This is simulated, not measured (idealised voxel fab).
process module | voxel capacitor over wiring
cross-section cut | 245 nm wide | cells 5 nm
A cross-section is a grid of square cells, given in bands from the top down. A band is one or more rows of cells.
Each band's line starts with the height of the band's top and of its bottom, in nm. Then come its materials from left to right, each with its width in nm. One material with "throughout" fills the band from edge to edge. "air" is empty space.
Height 0 is the level under which the wafer as received is all one material. The lowest band goes on downwards, as in "0 down".
A width such as "30 to 40" changes by the same amount from each row of cells to the next, from the band's top row to its bottom row.
"no change" after a step means that no cell of the cross-section changed.
closed voids: empty space of 8 cells or more with no open way to the top, each as width x height at its distance from the left edge, in nm
after a step's settings: what the simulator itself notes on the step
overlay nm, on a step with a mask: how far to the right of its planned place the mask lay; to the left if negative
plan
1 op RECEIVE | material Si
2 op CONFORMAL_DEP | material SiO2 | thk nm 15
3 op CONFORMAL_DEP | material SiCN | thk nm 5
4 op DIRECTIONAL_DEP | material lowk | thk nm 25
5 op DIRECTIONAL_DEP | material aC | thk nm 15
6 op PATTERN | tone open | mask id METAL_1 | material resist | width nm 20 | pitch nm 90 | thk nm 35 | overlay nm 0
7 op DIRECTIONAL_ETCH | etch materials aC | depth nm 15
8 op STRIP | etch materials resist
9 op DIRECTIONAL_ETCH | etch materials lowk | depth nm 25
10 op DIRECTIONAL_ETCH | etch materials SiCN | depth nm 5
11 op STRIP | etch materials aC
12 op CONFORMAL_DEP | material TiN | thk nm 5
13 op FILL_DEP | material Cu | thk nm 5
14 op CMP | height nm 45
15 op EPI | material Ru | thk nm 5
16 op FILL_DEP | material SiCN | thk nm 5
17 op DIRECTIONAL_DEP | material SiO2 | thk nm 20
18 op PATTERN | tone open | mask id PLUG_1 | material resist | width nm 15 | thk nm 20 | overlay nm 0
19 op DIRECTIONAL_ETCH | etch materials SiO2 | depth nm 20
20 op DIRECTIONAL_ETCH | etch materials SiCN | depth nm 5
21 op STRIP | etch materials resist
22 op EPI | material Ru | thk nm 10
23 op EPI | material Ru | thk nm 10
24 op EPI | material Ru | thk nm 5
25 op DIRECTIONAL_DEP | material TiN | thk nm 5
26 op DIRECTIONAL_DEP | material Al2O3 | thk nm 5
27 op DIRECTIONAL_DEP | material TiN | thk nm 5
28 op MASKED_ETCH | tone cover | mask id UPPER_PLATE | width nm 75 | etch materials TiN | depth nm 5 | overlay nm 0
29 op MASKED_ETCH | tone cover | mask id UPPER_PLATE | width nm 75 | etch materials Al2O3 | depth nm 5 | overlay nm 0
30 op DIRECTIONAL_DEP | material aC | thk nm 15
31 op PATTERN | tone cover | mask id LOWER_PLATE | material resist | width nm 85 | thk nm 30 | overlay nm 0
32 op DIRECTIONAL_ETCH | etch materials aC | depth nm 15
33 op STRIP | etch materials resist
34 op DIRECTIONAL_ETCH | etch materials TiN | depth nm 5
35 op STRIP | etch materials aC
36 op FILL_DEP | material SiO2 | thk nm 20
37 op CMP | height nm 105
38 op DIRECTIONAL_DEP | material aC | thk nm 15
39 op PATTERN | tone open | mask id PLUG_2 | material resist | width nm 15 | thk nm 35 | overlay nm 0
40 op DIRECTIONAL_ETCH | etch materials aC | depth nm 15
41 op STRIP | etch materials resist
42 op DIRECTIONAL_ETCH | etch materials SiO2 | depth nm 15
43 op STRIP | etch materials aC
44 op CONFORMAL_DEP | material TiN | thk nm 5
45 op FILL_DEP | material Cu | thk nm 10
46 op CMP | height nm 105
47 op CONFORMAL_DEP | material SiN | thk nm 5
as received, after step 1
  0 down: Si throughout
  closed voids: none
first wafer at the end, as planned
  110 to 105: SiN throughout
  105 to 95: SiO2 80 | TiN 5 | Cu 5 | TiN 5 | SiO2 150
  95 to 85: SiO2 80 to 70 | TiN 15 to 75 | SiO2 150 to 100
  85 to 80: SiO2 70 | Al2O3 75 | SiO2 100
  80 to 75: SiO2 65 | TiN 85 | SiO2 95
  75 to 55: SiO2 70 | Ru 15 | SiO2 160
  55 to 50: SiCN 70 | Ru 15 | SiCN 160
  50 to 45: SiCN 60 | Ru 30 | SiCN 60 | Ru 30 | SiCN 65
  45 to 20: lowk 65 | TiN 5 | Cu 10 | TiN 5 | lowk 70 | TiN 5 | Cu 10 | TiN 5 | lowk 70
  20 to 15: SiCN 65 | TiN 20 | SiCN 70 | TiN 20 | SiCN 70
  15 to 0: SiO2 throughout
  0 down: Si throughout
  closed voids: none
second wafer at the end: like start, like plan, one mistake
  125 to 120: SiN throughout
  120 to 110: Cu throughout
  110 to 105: TiN 85 | Cu 5 | TiN 155
  105 to 95: SiO2 80 | TiN 5 | Cu 5 | TiN 5 | SiO2 150
  95 to 85: SiO2 80 to 70 | TiN 15 to 75 | SiO2 150 to 100
  85 to 80: SiO2 70 | Al2O3 75 | SiO2 100
  80 to 75: SiO2 65 | TiN 85 | SiO2 95
  75 to 55: SiO2 70 | Ru 15 | SiO2 160
  55 to 50: SiCN 70 | Ru 15 | SiCN 160
  50 to 45: SiCN 60 | Ru 30 | SiCN 60 | Ru 30 | SiCN 65
  45 to 20: lowk 65 | TiN 5 | Cu 10 | TiN 5 | lowk 70 | TiN 5 | Cu 10 | TiN 5 | lowk 70
  20 to 15: SiCN 65 | TiN 20 | SiCN 70 | TiN 20 | SiCN 70
  15 to 0: SiO2 throughout
  0 down: Si throughout
  closed voids: none
what went wrong: step 46 was left out
at the end the second wafer has, in cells: 99 more of Cu | 48 more of TiN
